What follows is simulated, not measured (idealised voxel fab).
The following process module bears the name voxel wiring stack.
Square cell edge 5 nm, section width 200 nm, ID cut.
Just so we're on the same page, the cross-sections are grids of square cells, and they're listed out in bands top to bottom, each band one or more rows deep.
Per band: top height and bottom height in nm, followed by the left-to-right materials and their widths in nm; "all across" marks a single material spanning edge to edge, "empty" marks empty space.
Ref level 0: as-received wafer is one material below here. Bottom band extends down with no lower bound ("0..down").
A width such as "30 to 40" changes by the same amount from each row of cells to the next, from the band's top row to its bottom row.
When a step is marked "nothing was modified", none of the cells in the cross-section changed during that step.
Listed in "Closed void catalog": every empty space of 8 or more cells without an open way to the top. Form: width x height at distance, the distance being from the left edge, all in nm.
On each step's line, the part that comes after the settings is the simulator's own comment on the step.
"overlay nm" on a masked step: distance the mask lay right of its planned place, negative for left.
Plan:
1) RECEIVE with material Si
2) CONFORMAL_DEP with material SiO2, thk nm 10
3) DIRECTIONAL_DEP with material TiN, thk nm 5
4) DIRECTIONAL_DEP with material W, thk nm 25
5) DIRECTIONAL_DEP with material aC, thk nm 15
6) PATTERN with tone cover, mask id METAL_1, material resist, width nm 20, pitch nm 40, thk nm 35, overlay nm 0
7) DIRECTIONAL_ETCH with etch materials aC, depth nm 15
8) STRIP with etch materials resist
9) DIRECTIONAL_ETCH with etch materials W, depth nm 25
10) DIRECTIONAL_ETCH with etch materials TiN, depth nm 5
11) STRIP with etch materials aC
12) FILL_DEP with material lowk, thk nm 5
13) CMP with height nm 40
14) CONFORMAL_DEP with material SiCN, thk nm 5
15) DIRECTIONAL_DEP with material lowk, thk nm 10
16) DIRECTIONAL_DEP with material aC, thk nm 15
17) PATTERN with tone open, mask id PLUG_1, material resist, width nm 15, pitch nm 40, thk nm 35, overlay nm 0
18) DIRECTIONAL_ETCH with etch materials aC, depth nm 15
19) STRIP with etch materials resist
20) DIRECTIONAL_ETCH with etch materials lowk, depth nm 10
21) DIRECTIONAL_ETCH with etch materials SiCN, depth nm 5
22) STRIP with etch materials aC
23) EPI with material Ru, thk nm 10
24) EPI with material Ru, thk nm 5
25) CONFORMAL_DEP with material SiN, thk nm 5
26) DIRECTIONAL_DEP with material SiO2, thk nm 15
27) MASKED_ETCH with tone open, mask id METAL_2, width nm 20, pitch nm 40, etch materials SiO2, depth nm 15, overlay nm 0
28) MASKED_ETCH with tone open, mask id METAL_2, width nm 20, pitch nm 40, etch materials SiN, depth nm 5, overlay nm 0
29) CONFORMAL_DEP with material TiN, thk nm 5
30) FILL_DEP with material W, thk nm 5
31) CMP with height nm 75
32) EPI with material Ru, thk nm 5
33) FILL_DEP with material SiCN, thk nm 5
34) DIRECTIONAL_DEP with material SiO2, thk nm 15
35) DIRECTIONAL_DEP with material aC, thk nm 10
36) PATTERN with tone open, mask id PLUG_2, material resist, width nm 15, pitch nm 40, thk nm 25, overlay nm 0
37) DIRECTIONAL_ETCH with etch materials aC, depth nm 10
38) STRIP with etch materials resist
39) DIRECTIONAL_ETCH with etch materials SiO2, depth nm 15
40) DIRECTIONAL_ETCH with etch materials SiCN, depth nm 5
41) STRIP with etch materials aC
42) EPI with material Ru, thk nm 10
43) EPI with material Ru, thk nm 10
44) DIRECTIONAL_DEP with material TiN, thk nm 5
45) DIRECTIONAL_DEP with material W, thk nm 15
46) MASKED_ETCH with tone cover, mask id METAL_3, width nm 20, pitch nm 40, etch materials W, depth nm 15, overlay nm 0
47) MASKED_ETCH with tone cover, mask id METAL_3, width nm 20, pitch nm 40, etch materials TiN, depth nm 5, overlay nm -15
48) FILL_DEP with material SiO2, thk nm 10
49) CMP with height nm 120
50) CONFORMAL_DEP with material SiN, thk nm 5
Wafers differ in overlay nm at step 47; plan lists the first wafer's value; identical starting state.
First wafer of several, as received: cross-section after step 1:
	0..down = Si all across
	Closed void catalog: none
End of the module, past its last step, step 50: how the first of several wafers looks in cross-section:
	125..120 = SiN all across
	120..105 = SiO2 50; W 20; SiO2 20; W 20; SiO2 20; W 20; SiO2 50
	105..100 = SiO2 35; TiN 35; SiO2 5; TiN 35; SiO2 5; TiN 35; SiO2 50
	100..85 = SiO2 50; Ru 15; SiO2 25; Ru 15; SiO2 25; Ru 15; SiO2 55
	85..75 = SiCN 50 to 45; Ru 15 to 30; SiCN 25 to 10; Ru 15 to 30; SiCN 25 to 10; Ru 15 to 30; SiCN 55 to 45
	75..60 = SiO2 50; TiN 5; W 10; TiN 5; SiO2 20; TiN 5; W 10; TiN 5; SiO2 20; TiN 5; W 10; TiN 5; SiO2 50
	60..55 = SiN 50; TiN 20; SiN 20; TiN 20; SiN 20; TiN 20; SiN 50
	55..45 = lowk 50; Ru 15; lowk 25; Ru 15; lowk 25; Ru 15; lowk 55
	45..40 = SiCN 50; Ru 15; SiCN 25; Ru 15; SiCN 25; Ru 15; SiCN 55
	40..15 = lowk 50; W 20; lowk 20; W 20; lowk 20; W 20; lowk 50
	15..10 = lowk 50; TiN 20; lowk 20; TiN 20; lowk 20; TiN 20; lowk 50
	10..0 = SiO2 all across
	0..down = Si all across
	Closed void catalog: none
At the end of the module, the last of several wafers in cross-section:
	125..120 = SiN all across
	120..105 = SiO2 50; W 20; SiO2 20; W 20; SiO2 20; W 20; SiO2 50
	105..100 = SiO2 50; TiN 35; SiO2 5; TiN 35; SiO2 5; TiN 35; SiO2 35
	100..85 = SiO2 50; Ru 15; SiO2 25; Ru 15; SiO2 25; Ru 15; SiO2 55
	85..75 = SiCN 50 to 45; Ru 15 to 30; SiCN 25 to 10; Ru 15 to 30; SiCN 25 to 10; Ru 15 to 30; SiCN 55 to 45
	75..60 = SiO2 50; TiN 5; W 10; TiN 5; SiO2 20; TiN 5; W 10; TiN 5; SiO2 20; TiN 5; W 10; TiN 5; SiO2 50
	60..55 = SiN 50; TiN 20; SiN 20; TiN 20; SiN 20; TiN 20; SiN 50
	55..45 = lowk 50; Ru 15; lowk 25; Ru 15; lowk 25; Ru 15; lowk 55
	45..40 = SiCN 50; Ru 15; SiCN 25; Ru 15; SiCN 25; Ru 15; SiCN 55
	40..15 = lowk 50; W 20; lowk 20; W 20; lowk 20; W 20; lowk 50
	15..10 = lowk 50; TiN 20; lowk 20; TiN 20; lowk 20; TiN 20; lowk 50
	10..0 = SiO2 all across
	0..down = Si all across
	Closed void catalog: none
The table below has one row for each wafer; a row shows, as of the end of the module, how many cells of each material the wafer has gained, marked (+), or lost, marked (-), since it was received, and then the wafer's closed voids:
overlay nm -15; +81 Ru; +84 SiCN; +68 SiN; +360 SiO2; +63 TiN; +114 W; +230 lowk; Closed void catalog: none
overlay nm -10; +81 Ru; +84 SiCN; +68 SiN; +363 SiO2; +60 TiN; +114 W; +230 lowk; Closed void catalog: none
overlay nm -5; +81 Ru; +84 SiCN; +68 SiN; +366 SiO2; +57 TiN; +114 W; +230 lowk; Closed void catalog: none
overlay nm 0; +81 Ru; +84 SiCN; +68 SiN; +369 SiO2; +54 TiN; +114 W; +230 lowk; Closed void catalog: none
overlay nm 5; +81 Ru; +84 SiCN; +68 SiN; +366 SiO2; +57 TiN; +114 W; +230 lowk; Closed void catalog: none
overlay nm 10; +81 Ru; +84 SiCN; +68 SiN; +363 SiO2; +60 TiN; +114 W; +230 lowk; Closed void catalog: none
overlay nm 15; +81 Ru; +84 SiCN; +68 SiN; +360 SiO2; +63 TiN; +114 W; +230 lowk; Closed void catalog: none
